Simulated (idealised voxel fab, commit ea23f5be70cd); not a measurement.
Herein follows the process module entitled voxel self aligned contacts.
cross-section cut | 175 nm wide | cells 5 nm
Reading order for cross-sections: top band down to bottom band. Underlying form: a grid of square cells. Band size: one or more rows of cells. The entry gives the band's vertical extent as a top height and a bottom height in nm, then its horizontal make-up as materials from left to right, each with a width in nm. "blank" stands for empty space; a single material marked "full width" fills the band edge to edge. A quick word on heights: they are counted from 0, and under that level the wafer as it came to us is one material throughout. The lowest band is different from the rest in having no bottom; it simply continues downward, written as in "z 0 and below". When a width is written as two numbers, as in "30 to 40", the first number is the width in the top row of cells of the band and the second is the width in its bottom row, and the width changes by the same amount from each row to the next. "no change" means the step left every cell of the cross-section as it was. Listed in "Trapped cavities": every empty space of 8 or more cells without an open way to the top. Form: width x height at distance, the distance being from the left edge, all in nm. Anything after a step's settings on that line? It's the simulator's own note about the step. For masked steps, "overlay nm" on the step line gives how far right of plan the mask actually lay; a minus sign means it lay to the left.
Planned step list for the process:
1) RECEIVE (material Si)
2) CONFORMAL_DEP (material SiO2; thk nm 5)
3) DIRECTIONAL_DEP (material polySi; thk nm 20)
4) DIRECTIONAL_DEP (material SiN; thk nm 15)
5) MASKED_ETCH (tone cover; mask id GATE; width nm 25; pitch nm 60; etch materials SiN; depth nm 15; overlay nm 0)
6) MASKED_ETCH (tone cover; mask id GATE; width nm 25; pitch nm 60; etch materials polySi; depth nm 20; overlay nm 0)
7) CONFORMAL_DEP (material SiN; thk nm 5)
8) DIRECTIONAL_ETCH (etch materials SiN; depth nm 5)
9) FILL_DEP (material SiO2; thk nm 10)
10) CMP (height nm 45)
11) PATTERN (tone open; mask id CONTACT; material resist; width nm 45; pitch nm 60; thk nm 20; overlay nm 0)
12) DIRECTIONAL_ETCH (etch materials SiO2; depth nm 45)
13) STRIP (etch materials resist)
14) CONFORMAL_DEP (material TiN; thk nm 5)
15) FILL_DEP (material Ru; thk nm 5)
16) CMP (height nm 45)
17) CONFORMAL_DEP (material SiCN; thk nm 5)
Received-state cross-section, reflecting completion of step 1:
    z 0 and below  Si full width
    Trapped cavities: none
Looking at the first of two wafers in cross-section at end of module - ran to plan:
    z 50 to 45  SiCN full width
    z 45 to 40  35 of SiO2, then 15 of TiN, then 15 of Ru, then 15 of TiN, then 15 of SiO2, then 15 of TiN, then 15 of Ru, then 15 of TiN, then 35 of SiO2
    z 40 to 25  10 of SiO2, then 35 of SiN, then 5 of TiN, then 15 of Ru, then 5 of TiN, then 35 of SiN, then 5 of TiN, then 15 of Ru, then 5 of TiN, then 35 of SiN, then 10 of SiO2
    z 25 to 5  10 of SiO2, then 5 of SiN, then 25 of polySi, then 5 of SiN, then 5 of TiN, then 15 of Ru, then 5 of TiN, then 5 of SiN, then 25 of polySi, then 5 of SiN, then 5 of TiN, then 15 of Ru, then 5 of TiN, then 5 of SiN, then 25 of polySi, then 5 of SiN, then 10 of SiO2
    z 5 to 0  45 of SiO2, then 25 of TiN, then 35 of SiO2, then 25 of TiN, then 45 of SiO2
    z 0 and below  Si full width
    Trapped cavities: none
End-of-module cross-section of the second wafer: identical starting point and process plan to the first, with one processing mistake:
    z 50 to 45  SiCN full width
    z 45 to 40  5 of Ru, then 30 of TiN, then 45 of SiO2, then 15 of TiN, then 45 of SiO2, then 30 of TiN, then 5 of Ru
    z 40 to 25  5 of Ru, then 5 of TiN, then 35 of SiN, then 25 of SiO2, then 35 of SiN, then 25 of SiO2, then 35 of SiN, then 5 of TiN, then 5 of Ru
    z 25 to 5  5 of Ru, then 5 of TiN, then 5 of SiN, then 25 of polySi, then 5 of SiN, then 25 of SiO2, then 5 of SiN, then 25 of polySi, then 5 of SiN, then 25 of SiO2, then 5 of SiN, then 25 of polySi, then 5 of SiN, then 5 of TiN, then 5 of Ru
    z 5 to 0  10 of TiN, then 155 of SiO2, then 10 of TiN
    z 0 and below  Si full width
    Trapped cavities: none
Here's what went sideways: step 11 deviated from plan and actually ran as PATTERN (tone cover; mask id CONTACT; material resist; width nm 45; pitch nm 60; thk nm 20; overlay nm 0)
End check, counted in cells, second wafer has more or fewer of these materials than the first: 32 fewer of Ru; 49 more of SiO2; 17 fewer of TiN
